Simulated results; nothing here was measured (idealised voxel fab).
You're looking at the process module voxel capacitor over wiring.
The figure presents cross-section cut, which has a width of 165 nm and is divided into square cells with an edge length of 5 nm.
Cross-section layout: square cells on a grid; listed as bands, top to bottom; a band spans one or more cell rows. Top height, bottom height, nm. Materials left to right, width each, nm. Single material + "edge to edge" = fills band edge to edge. "empty" = empty. All heights in this document are referenced to 0, defined as the level beneath which the wafer, as received, consists entirely of one material. The lowest band is not bounded below; it extends indefinitely downward and is written in the form "0 and below". So if you see something like "30 to 40" for the width, read it as the top row of the band sitting at the first number and the bottom row at the second, with every row in between moving by the same amount as the last. "remained the same" (step): cross-section cells unchanged, all of them. Each empty space that has no open way to the top and spans at least 8 cells appears under "Closed void listing" as width x height at distance, the distance counted from the left edge, all in nm. Anything after a step's settings on that line? It's the simulator's own note about the step. overlay nm: step with mask; distance mask lay right of planned place; negative value = left of planned place.
plan:
1 RECEIVE | material Si
2 CONFORMAL_DEP | material SiO2 | thk nm 15
3 CONFORMAL_DEP | material SiN | thk nm 5
4 DIRECTIONAL_DEP | material lowk | thk nm 20
5 PATTERN | tone open | mask id METAL_1 | material resist | width nm 25 | pitch nm 90 | thk nm 15 | overlay nm 0
6 DIRECTIONAL_ETCH | etch materials lowk | depth nm 20
7 DIRECTIONAL_ETCH | etch materials SiN | depth nm 5
8 STRIP | etch materials resist
9 CONFORMAL_DEP | material TiN | thk nm 5
10 FILL_DEP | material W | thk nm 10
11 CMP | height nm 40
12 CONFORMAL_DEP | material SiCN | thk nm 5
13 DIRECTIONAL_DEP | material SiO2 | thk nm 15
14 MASKED_ETCH | tone open | mask id PLUG_1 | width nm 15 | etch materials SiO2 | depth nm 15 | overlay nm 0
15 MASKED_ETCH | tone open | mask id PLUG_1 | width nm 15 | etch materials SiCN | depth nm 5 | overlay nm 0
16 EPI | material Ru | thk nm 10
17 EPI | material Ru | thk nm 10
18 DIRECTIONAL_DEP | material TiN | thk nm 10
19 DIRECTIONAL_DEP | material SiN | thk nm 5
20 DIRECTIONAL_DEP | material TiN | thk nm 10
21 PATTERN | tone cover | mask id UPPER_PLATE | material resist | width nm 70 | thk nm 20 | overlay nm 0
22 DIRECTIONAL_ETCH | etch materials TiN | depth nm 10
23 DIRECTIONAL_ETCH | etch materials SiN | depth nm 5
24 STRIP | etch materials resist
25 MASKED_ETCH | tone cover | mask id LOWER_PLATE | width nm 80 | etch materials TiN | depth nm 10 | overlay nm 0
26 FILL_DEP | material SiO2 | thk nm 20
27 CMP | height nm 100
28 DIRECTIONAL_DEP | material aC | thk nm 15
29 PATTERN | tone open | mask id PLUG_2 | material resist | width nm 15 | thk nm 35 | overlay nm 0
30 DIRECTIONAL_ETCH | etch materials aC | depth nm 15
31 STRIP | etch materials resist
32 DIRECTIONAL_ETCH | etch materials SiO2 | depth nm 15
33 STRIP | etch materials aC
34 CONFORMAL_DEP | material TiN | thk nm 5
35 FILL_DEP | material Ru | thk nm 10
36 CMP | height nm 100
37 CONFORMAL_DEP | material SiCN | thk nm 5
First of two wafers: run as planned:
Wafer at receipt (post step 1), cross-section:
0 and below: Si edge to edge
Closed void listing: none
Presented here is a cross-section of the wafer after step 2 has been performed:
15 down to 0: SiO2 edge to edge
Everything below 0 is unchanged.
Presented here is a cross-section of the wafer after step 3 has been performed:
20 down to 15: SiN edge to edge
Everything below 15 is unchanged.
Presented here is a cross-section of the wafer after step 4 has been performed:
40 down to 20: lowk edge to edge
Everything below 20 is unchanged.
Presented here is a cross-section of the wafer after step 5 has been performed:
55 down to 40: resist: 25; empty: 25; resist: 65; empty: 25; resist: 25
Everything below 40 is unchanged.
Presented here is a cross-section of the wafer after step 6 has been performed:
55 down to 40: resist: 25; empty: 25; resist: 65; empty: 25; resist: 25
40 down to 20: lowk: 25; empty: 25; lowk: 65; empty: 25; lowk: 25
Everything below 20 is unchanged.
Presented here is a cross-section of the wafer after step 7 has been performed:
55 down to 40: resist: 25; empty: 25; resist: 65; empty: 25; resist: 25
40 down to 20: lowk: 25; empty: 25; lowk: 65; empty: 25; lowk: 25
20 down to 15: SiN: 25; empty: 25; SiN: 65; empty: 25; SiN: 25
Everything below 15 is unchanged.
Presented here is a cross-section of the wafer after step 8 has been performed:
40 down to 20: lowk: 25; empty: 25; lowk: 65; empty: 25; lowk: 25
Everything below 20 is unchanged.
Presented here is a cross-section of the wafer after step 9 has been performed:
45 down to 40: TiN: 30; empty: 15; TiN: 75; empty: 15; TiN: 30
40 down to 20: lowk: 25; TiN: 5; empty: 15; TiN: 5; lowk: 65; TiN: 5; empty: 15; TiN: 5; lowk: 25
20 down to 15: SiN: 25; TiN: 25; SiN: 65; TiN: 25; SiN: 25
Everything below 15 is unchanged.
Presented here is a cross-section of the wafer after step 10 has been performed:
55 down to 45: W edge to edge
45 down to 40: TiN: 30; W: 15; TiN: 75; W: 15; TiN: 30
40 down to 20: lowk: 25; TiN: 5; W: 15; TiN: 5; lowk: 65; TiN: 5; W: 15; TiN: 5; lowk: 25
Everything below 20 is unchanged.
Presented here is a cross-section of the wafer after step 11 has been performed:
40 down to 20: lowk: 25; TiN: 5; W: 15; TiN: 5; lowk: 65; TiN: 5; W: 15; TiN: 5; lowk: 25
Everything below 20 is unchanged.
Presented here is a cross-section of the wafer after step 12 has been performed:
45 down to 40: SiCN edge to edge
Everything below 40 is unchanged.
Presented here is a cross-section of the wafer after step 13 has been performed:
60 down to 45: SiO2 edge to edge
Everything below 45 is unchanged.
Presented here is a cross-section of the wafer after step 14 has been performed:
60 down to 45: SiO2: 35; empty: 15; SiO2: 115
Everything below 45 is unchanged.
Presented here is a cross-section of the wafer after step 15 has been performed:
60 down to 45: SiO2: 35; empty: 15; SiO2: 115
45 down to 40: SiCN: 35; empty: 15; SiCN: 115
Everything below 40 is unchanged.
Presented here is a cross-section of the wafer after step 16 has been performed:
60 down to 50: SiO2: 35; empty: 15; SiO2: 115
50 down to 45: SiO2: 35; Ru: 15; SiO2: 115
45 down to 40: SiCN: 35; Ru: 15; SiCN: 115
Everything below 40 is unchanged.
Presented here is a cross-section of the wafer after step 17 has been performed:
60 down to 45: SiO2: 35; Ru: 15; SiO2: 115
Everything below 45 is unchanged.
Presented here is a cross-section of the wafer after step 18 has been performed:
70 down to 60: TiN edge to edge
Everything below 60 is unchanged.
Presented here is a cross-section of the wafer after step 19 has been performed:
75 down to 70: SiN edge to edge
Everything below 70 is unchanged.
Presented here is a cross-section of the wafer after step 20 has been performed:
85 down to 75: TiN edge to edge
Everything below 75 is unchanged.
Presented here is a cross-section of the wafer after step 21 has been performed:
105 down to 85: empty: 35; resist: 70; empty: 60
Everything below 85 is unchanged.
Presented here is a cross-section of the wafer after step 22 has been performed:
105 down to 85: empty: 35; resist: 70; empty: 60
85 down to 75: empty: 35; TiN: 70; empty: 60
Everything below 75 is unchanged.
Presented here is a cross-section of the wafer after step 23 has been performed:
105 down to 85: empty: 35; resist: 70; empty: 60
85 down to 75: empty: 35; TiN: 70; empty: 60
75 down to 70: empty: 35; SiN: 70; empty: 60
Everything below 70 is unchanged.
Presented here is a cross-section of the wafer after step 24 has been performed:
85 down to 75: empty: 35; TiN: 70; empty: 60
Everything below 75 is unchanged.
Presented here is a cross-section of the wafer after step 25 has been performed:
85 down to 75: empty: 35; TiN: 70; empty: 60
75 down to 70: empty: 35; SiN: 70; empty: 60
70 down to 60: empty: 30; TiN: 80; empty: 55
Everything below 60 is unchanged.
Presented here is a cross-section of the wafer after step 26 has been performed:
105 down to 85: SiO2 edge to edge
85 down to 75: SiO2: 35; TiN: 70; SiO2: 60
75 down to 70: SiO2: 35; SiN: 70; SiO2: 60
70 down to 60: SiO2: 30; TiN: 80; SiO2: 55
Everything below 60 is unchanged.
Presented here is a cross-section of the wafer after step 27 has been performed:
100 down to 85: SiO2 edge to edge
Everything below 85 is unchanged.
Presented here is a cross-section of the wafer after step 28 has been performed:
115 down to 100: aC edge to edge
Everything below 100 is unchanged.
Presented here is a cross-section of the wafer after step 29 has been performed:
150 down to 115: resist: 45; empty: 15; resist: 105
Everything below 115 is unchanged.
Presented here is a cross-section of the wafer after step 30 has been performed:
135 down to 115: resist: 45; empty: 15; resist: 105
115 down to 100: aC: 45; empty: 15; aC: 105
Everything below 100 is unchanged.
Presented here is a cross-section of the wafer after step 31 has been performed:
115 down to 100: aC: 45; empty: 15; aC: 105
Everything below 100 is unchanged.
Presented here is a cross-section of the wafer after step 32 has been performed:
115 down to 100: aC: 45; empty: 15; aC: 105
100 down to 85: SiO2: 45; empty: 15; SiO2: 105
Everything below 85 is unchanged.
Presented here is a cross-section of the wafer after step 33 has been performed:
100 down to 85: SiO2: 45; empty: 15; SiO2: 105
Everything below 85 is unchanged.
Presented here is a cross-section of the wafer after step 34 has been performed:
105 down to 100: TiN: 50; empty: 5; TiN: 110
100 down to 90: SiO2: 45; TiN: 5; empty: 5; TiN: 5; SiO2: 105
90 down to 85: SiO2: 45; TiN: 15; SiO2: 105
Everything below 85 is unchanged.
Presented here is a cross-section of the wafer after step 35 has been performed:
115 down to 105: Ru edge to edge
105 down to 100: TiN: 50; Ru: 5; TiN: 110
100 down to 90: SiO2: 45; TiN: 5; Ru: 5; TiN: 5; SiO2: 105
Everything below 90 is unchanged.
Presented here is a cross-section of the wafer after step 36 has been performed:
100 down to 90: SiO2: 45; TiN: 5; Ru: 5; TiN: 5; SiO2: 105
Everything below 90 is unchanged.
Presented here is a cross-section of the wafer after step 37 has been performed:
105 down to 100: SiCN edge to edge
Everything below 100 is unchanged.
Wafer two: like wafer one in start and plan, but with one mistake in execution; identical up to and including step 28:
Cross-section of the second wafer at the time step 29 of the plan should have ended:
150 down to 115: resist: 40; empty: 15; resist: 110
Everything below 115 is unchanged.
Cross-section of the second wafer at the time step 30 of the plan should have ended:
135 down to 115: resist: 40; empty: 15; resist: 110
115 down to 100: aC: 40; empty: 15; aC: 110
Everything below 100 is unchanged.
Cross-section of the second wafer at the time step 31 of the plan should have ended:
115 down to 100: aC: 40; empty: 15; aC: 110
Everything below 100 is unchanged.
Cross-section of the second wafer at the time step 32 of the plan should have ended:
115 down to 100: aC: 40; empty: 15; aC: 110
100 down to 85: SiO2: 40; empty: 15; SiO2: 110
Everything below 85 is unchanged.
Cross-section of the second wafer at the time step 33 of the plan should have ended:
100 down to 85: SiO2: 40; empty: 15; SiO2: 110
Everything below 85 is unchanged.
Cross-section of the second wafer at the time step 34 of the plan should have ended:
105 down to 100: TiN: 45; empty: 5; TiN: 115
100 down to 90: SiO2: 40; TiN: 5; empty: 5; TiN: 5; SiO2: 110
90 down to 85: SiO2: 40; TiN: 15; SiO2: 110
Everything below 85 is unchanged.
Cross-section of the second wafer at the time step 35 of the plan should have ended:
115 down to 105: Ru edge to edge
105 down to 100: TiN: 45; Ru: 5; TiN: 115
100 down to 90: SiO2: 40; TiN: 5; Ru: 5; TiN: 5; SiO2: 110
Everything below 90 is unchanged.
Cross-section of the second wafer at the time step 36 of the plan should have ended:
100 down to 90: SiO2: 40; TiN: 5; Ru: 5; TiN: 5; SiO2: 110
Everything below 90 is unchanged.
Cross-section of the second wafer at the time step 37 of the plan should have ended:
105 down to 100: SiCN edge to edge
Everything below 100 is unchanged.
Short version of what went wrong: step 29 ran differently from the plan; actual operation with settings: PATTERN | tone open | mask id PLUG_2 | material resist | width nm 15 | thk nm 35 | overlay nm -5
Final wafers compared: equal cell tally per material, rearranged layout.
